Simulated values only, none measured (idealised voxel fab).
voxel air gaps: a process module
For reference, the cross-section in this document is cut, with width 235 nm and square cells of 5 nm.
Cross-section spec: square-cell grid; bands listed top down; each band is one or more rows. Each band's line starts with the height of the band's top and of its bottom, in nm. Then come its materials from left to right, each with its width in nm. One material with "everywhere" fills the band from edge to edge. "blank" is empty space. Heads up on the height convention: 0 is the point under which the incoming wafer is all one material, and the lowest band has no bottom, it just keeps going down, like "0 nm and below". Width: "30 to 40" (first number = top row, second number = bottom row, same change from row to row of cells). Reading "remains unaltered" for a step: not a cell of the cross-section changed in it. If an empty space has no open way to the top and is at least 8 cells in size, "Closed internal cavities" lists it, written width x height at distance, where distance is measured from the left edge and every value is in nm. That trailing text on a step's line, after the settings, is the simulator's own remark on the step. "overlay nm" denotes, for a step that has a mask, the displacement of the mask to the right of its planned place, with negative values corresponding to the left.

[The steps planned for the process are as follows]
1: RECEIVE with material Si
2: CONFORMAL_DEP with material SiO2, thk nm 10
3: CONFORMAL_DEP with material SiN, thk nm 5
4: DIRECTIONAL_DEP with material SiO2, thk nm 35
5: MASKED_ETCH with tone open, mask id LINES, width nm 15, pitch nm 40, etch materials SiO2, depth nm 35, overlay nm 0
6: CONFORMAL_DEP with material TiN, thk nm 5
7: FILL_DEP with material Ru, thk nm 5
8: CMP with height nm 50
9: EPI with material Ru, thk nm 10
10: SELECTIVE_ETCH with etch materials SiO2, depth nm 45
11: CONFORMAL_DEP with material SiCN, thk nm 5

[On the first of the two wafers: run conducted according to plan]

[Cross-section of the wafer upon arrival, representing the state reached after step 1]
	0 nm and below  Si everywhere
	Closed internal cavities: none

[So this is the wafer cross-section right after step 2]
	10 nm to 0 nm  SiO2 everywhere
	Whatever lies below 0 is exactly as it was before.

[So this is the wafer cross-section right after step 3]
	15 nm to 10 nm  SiN everywhere
	Whatever lies below 10 is exactly as it was before.

[So this is the wafer cross-section right after step 4]
	50 nm to 15 nm  SiO2 everywhere
	Whatever lies below 15 is exactly as it was before.

[So this is the wafer cross-section right after step 5]
	50 nm to 15 nm  SiO2 (50) | blank (15) | SiO2 (25) | blank (15) | SiO2 (25) | blank (15) | SiO2 (25) | blank (15) | SiO2 (50)
	Whatever lies below 15 is exactly as it was before.

[So this is the wafer cross-section right after step 6]
	55 nm to 50 nm  TiN (55) | blank (5) | TiN (35) | blank (5) | TiN (35) | blank (5) | TiN (35) | blank (5) | TiN (55)
	50 nm to 20 nm  SiO2 (50) | TiN (5) | blank (5) | TiN (5) | SiO2 (25) | TiN (5) | blank (5) | TiN (5) | SiO2 (25) | TiN (5) | blank (5) | TiN (5) | SiO2 (25) | TiN (5) | blank (5) | TiN (5) | SiO2 (50)
	20 nm to 15 nm  SiO2 (50) | TiN (15) | SiO2 (25) | TiN (15) | SiO2 (25) | TiN (15) | SiO2 (25) | TiN (15) | SiO2 (50)
	Whatever lies below 15 is exactly as it was before.

[So this is the wafer cross-section right after step 7]
	60 nm to 55 nm  Ru everywhere
	55 nm to 50 nm  TiN (55) | Ru (5) | TiN (35) | Ru (5) | TiN (35) | Ru (5) | TiN (35) | Ru (5) | TiN (55)
	50 nm to 20 nm  SiO2 (50) | TiN (5) | Ru (5) | TiN (5) | SiO2 (25) | TiN (5) | Ru (5) | TiN (5) | SiO2 (25) | TiN (5) | Ru (5) | TiN (5) | SiO2 (25) | TiN (5) | Ru (5) | TiN (5) | SiO2 (50)
	Whatever lies below 20 is exactly as it was before.

[So this is the wafer cross-section right after step 8]
	50 nm to 20 nm  SiO2 (50) | TiN (5) | Ru (5) | TiN (5) | SiO2 (25) | TiN (5) | Ru (5) | TiN (5) | SiO2 (25) | TiN (5) | Ru (5) | TiN (5) | SiO2 (25) | TiN (5) | Ru (5) | TiN (5) | SiO2 (50)
	Whatever lies below 20 is exactly as it was before.

[So this is the wafer cross-section right after step 9]
	60 nm to 50 nm  blank (40) | Ru (35) | blank (5) | Ru (35) | blank (5) | Ru (35) | blank (5) | Ru (35) | blank (40)
	Whatever lies below 50 is exactly as it was before.

[So this is the wafer cross-section right after step 10]
	60 nm to 50 nm  blank (40) | Ru (35) | blank (5) | Ru (35) | blank (5) | Ru (35) | blank (5) | Ru (35) | blank (40)
	50 nm to 20 nm  blank (50) | TiN (5) | Ru (5) | TiN (5) | blank (25) | TiN (5) | Ru (5) | TiN (5) | blank (25) | TiN (5) | Ru (5) | TiN (5) | blank (25) | TiN (5) | Ru (5) | TiN (5) | blank (50)
	20 nm to 15 nm  blank (50) | TiN (15) | blank (25) | TiN (15) | blank (25) | TiN (15) | blank (25) | TiN (15) | blank (50)
	Whatever lies below 15 is exactly as it was before.

[So this is the wafer cross-section right after step 11]
	65 nm to 60 nm  blank (35) | SiCN (165) | blank (35)
	60 nm to 50 nm  blank (35) | SiCN (5) | Ru (35) | SiCN (5) | Ru (35) | SiCN (5) | Ru (35) | SiCN (5) | Ru (35) | SiCN (5) | blank (35)
	50 nm to 45 nm  blank (35) | SiCN (15) | TiN (5) | Ru (5) | TiN (5) | SiCN (25) | TiN (5) | Ru (5) | TiN (5) | SiCN (25) | TiN (5) | Ru (5) | TiN (5) | SiCN (25) | TiN (5) | Ru (5) | TiN (5) | SiCN (15) | blank (35)
	45 nm to 20 nm  blank (45) | SiCN (5) | TiN (5) | Ru (5) | TiN (5) | SiCN (5) | blank (15) | SiCN (5) | TiN (5) | Ru (5) | TiN (5) | SiCN (5) | blank (15) | SiCN (5) | TiN (5) | Ru (5) | TiN (5) | SiCN (5) | blank (15) | SiCN (5) | TiN (5) | Ru (5) | TiN (5) | SiCN (5) | blank (45)
	20 nm to 15 nm  SiCN (50) | TiN (15) | SiCN (25) | TiN (15) | SiCN (25) | TiN (15) | SiCN (25) | TiN (15) | SiCN (50)
	Whatever lies below 15 is exactly as it was before.
	Closed internal cavities: 15 x 25 at 70; 15 x 25 at 110; 15 x 25 at 150

[Notes, second wafer: start = first wafer's, plan = first wafer's, execution had one mistake; history identical to first through step 5]

[Cross-section of the second wafer at the time by which step 6 should have been completed according to the plan]
	55 nm to 50 nm  SiCN (55) | blank (5) | SiCN (35) | blank (5) | SiCN (35) | blank (5) | SiCN (35) | blank (5) | SiCN (55)
	50 nm to 20 nm  SiO2 (50) | SiCN (5) | blank (5) | SiCN (5) | SiO2 (25) | SiCN (5) | blank (5) | SiCN (5) | SiO2 (25) | SiCN (5) | blank (5) | SiCN (5) | SiO2 (25) | SiCN (5) | blank (5) | SiCN (5) | SiO2 (50)
	20 nm to 15 nm  SiO2 (50) | SiCN (15) | SiO2 (25) | SiCN (15) | SiO2 (25) | SiCN (15) | SiO2 (25) | SiCN (15) | SiO2 (50)
	Whatever lies below 15 is exactly as it was before.

[Cross-section of the second wafer at the time by which step 7 should have been completed according to the plan]
	60 nm to 55 nm  Ru everywhere
	55 nm to 50 nm  SiCN (55) | Ru (5) | SiCN (35) | Ru (5) | SiCN (35) | Ru (5) | SiCN (35) | Ru (5) | SiCN (55)
	50 nm to 20 nm  SiO2 (50) | SiCN (5) | Ru (5) | SiCN (5) | SiO2 (25) | SiCN (5) | Ru (5) | SiCN (5) | SiO2 (25) | SiCN (5) | Ru (5) | SiCN (5) | SiO2 (25) | SiCN (5) | Ru (5) | SiCN (5) | SiO2 (50)
	Whatever lies below 20 is exactly as it was before.

[Cross-section of the second wafer at the time by which step 8 should have been completed according to the plan]
	50 nm to 20 nm  SiO2 (50) | SiCN (5) | Ru (5) | SiCN (5) | SiO2 (25) | SiCN (5) | Ru (5) | SiCN (5) | SiO2 (25) | SiCN (5) | Ru (5) | SiCN (5) | SiO2 (25) | SiCN (5) | Ru (5) | SiCN (5) | SiO2 (50)
	Whatever lies below 20 is exactly as it was before.

[Cross-section of the second wafer at the time by which step 9 should have been completed according to the plan]
	60 nm to 50 nm  blank (45) | Ru (25) | blank (15) | Ru (25) | blank (15) | Ru (25) | blank (15) | Ru (25) | blank (45)
	Whatever lies below 50 is exactly as it was before.

[Cross-section of the second wafer at the time by which step 10 should have been completed according to the plan]
	60 nm to 50 nm  blank (45) | Ru (25) | blank (15) | Ru (25) | blank (15) | Ru (25) | blank (15) | Ru (25) | blank (45)
	50 nm to 20 nm  blank (50) | SiCN (5) | Ru (5) | SiCN (5) | blank (25) | SiCN (5) | Ru (5) | SiCN (5) | blank (25) | SiCN (5) | Ru (5) | SiCN (5) | blank (25) | SiCN (5) | Ru (5) | SiCN (5) | blank (50)
	20 nm to 15 nm  blank (50) | SiCN (15) | blank (25) | SiCN (15) | blank (25) | SiCN (15) | blank (25) | SiCN (15) | blank (50)
	Whatever lies below 15 is exactly as it was before.

[Cross-section of the second wafer at the time by which step 11 should have been completed according to the plan]
	65 nm to 60 nm  blank (40) | SiCN (35) | blank (5) | SiCN (35) | blank (5) | SiCN (35) | blank (5) | SiCN (35) | blank (40)
	60 nm to 50 nm  blank (40) | SiCN (5) | Ru (25) | SiCN (5) | blank (5) | SiCN (5) | Ru (25) | SiCN (5) | blank (5) | SiCN (5) | Ru (25) | SiCN (5) | blank (5) | SiCN (5) | Ru (25) | SiCN (5) | blank (40)
	50 nm to 45 nm  blank (40) | SiCN (15) | Ru (5) | SiCN (15) | blank (5) | SiCN (15) | Ru (5) | SiCN (15) | blank (5) | SiCN (15) | Ru (5) | SiCN (15) | blank (5) | SiCN (15) | Ru (5) | SiCN (15) | blank (40)
	45 nm to 20 nm  blank (45) | SiCN (10) | Ru (5) | SiCN (10) | blank (15) | SiCN (10) | Ru (5) | SiCN (10) | blank (15) | SiCN (10) | Ru (5) | SiCN (10) | blank (15) | SiCN (10) | Ru (5) | SiCN (10) | blank (45)
	20 nm to 15 nm  SiCN everywhere
	Whatever lies below 15 is exactly as it was before.
Short version of what went wrong: step 6 went in with a setting other than planned; the actual run was CONFORMAL_DEP with material SiCN, thk nm 5
End of process, cell counts, second wafer against first, materials with more or fewer: 16 fewer of Ru; 56 more of SiCN; 60 fewer of TiN
In the final state there are 3 closed voids in the first wafer, compared with 0 in the second wafer.
